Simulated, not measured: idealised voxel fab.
process module | voxel self aligned contacts
This is section cut - it's 235 nm across, gridded in 5 nm square cells.
Notation: cross-section as square-cell grid; stated in bands, top first, going down; one or more cell rows per band. It is stipulated that each band's entry specify, in nanometres, the height of the top of the band and then that of its bottom, followed by the materials of the band in left-to-right sequence, each together with its width in nanometres. A single material marked by the word "everywhere" is understood to fill the band from edge to edge; the word "air" is understood to denote empty space. Zero point of the height axis is 0; under it, received wafer = one material. Lowest band: continues down indefinitely, "0 nm and below". Note: "30 to 40" means the width goes from the first number (top row of the band) to the second number (bottom row) in equal steps per row of cells. You'll sometimes find "nothing got changed" written for a step, and that's the way of saying that nowhere in the cross-section did a cell change during that step. For the entry "Closed internal cavities", the listed items are empty spaces with no open way to the top whose size is 8 cells or more; each item follows the pattern width x height at distance, where distance is from the left edge and all three are in nm. Whatever follows a step's settings on its line is a remark the simulator itself makes about that step. Each step line may optionally specify "overlay nm", which for a step with a mask gives the rightward distance between the mask's planned place and where it lay, a negative value indicating the leftward direction.
**List of planned process steps**
1,RECEIVE: material Si
2,CONFORMAL_DEP: material SiO2, thk nm 5
3,DIRECTIONAL_DEP: material polySi, thk nm 30
4,DIRECTIONAL_DEP: material SiN, thk nm 20
5,DIRECTIONAL_DEP: material aC, thk nm 10
6,PATTERN: tone cover, mask id GATE, material resist, width nm 30, pitch nm 65, thk nm 25, overlay nm 0
7,DIRECTIONAL_ETCH: etch materials aC, depth nm 10
8,STRIP: etch materials resist
9,DIRECTIONAL_ETCH: etch materials SiN, depth nm 20
10,DIRECTIONAL_ETCH: etch materials polySi, depth nm 30
11,STRIP: etch materials aC
12,CONFORMAL_DEP: material SiN, thk nm 10
13,DIRECTIONAL_ETCH: etch materials SiN, depth nm 10
14,FILL_DEP: material SiO2, thk nm 15
15,CMP: height nm 65
16,PATTERN: tone open, mask id CONTACT, material resist, width nm 45, thk nm 20, overlay nm 0
17,DIRECTIONAL_ETCH: etch materials SiO2, depth nm 65
18,STRIP: etch materials resist
19,CONFORMAL_DEP: material TiN, thk nm 5
20,FILL_DEP: material Ru, thk nm 5
21,CMP: height nm 65
22,CONFORMAL_DEP: material SiN, thk nm 5
**Wafer as received: cross-section following step 1**
> 0 nm and below = Si everywhere
> Closed internal cavities: none
**Wafer cross-section at end of module: start and plan as shown above, one execution error**
> 70 nm to 65 nm = SiN everywhere
> 65 nm to 60 nm = SiO2: 60  SiN: 50  TiN: 5  Ru: 5  TiN: 5  SiN: 50  SiO2: 60
> 60 nm to 55 nm = SiO2: 60  SiN: 50  TiN: 15  SiN: 50  SiO2: 60
> 55 nm to 35 nm = SiN everywhere
> 35 nm to 5 nm = polySi everywhere
> 5 nm to 0 nm = SiO2 everywhere
> 0 nm and below = Si everywhere
> Closed internal cavities: none
So what did we get wrong on this run? step 4 of the plan saw execution twice
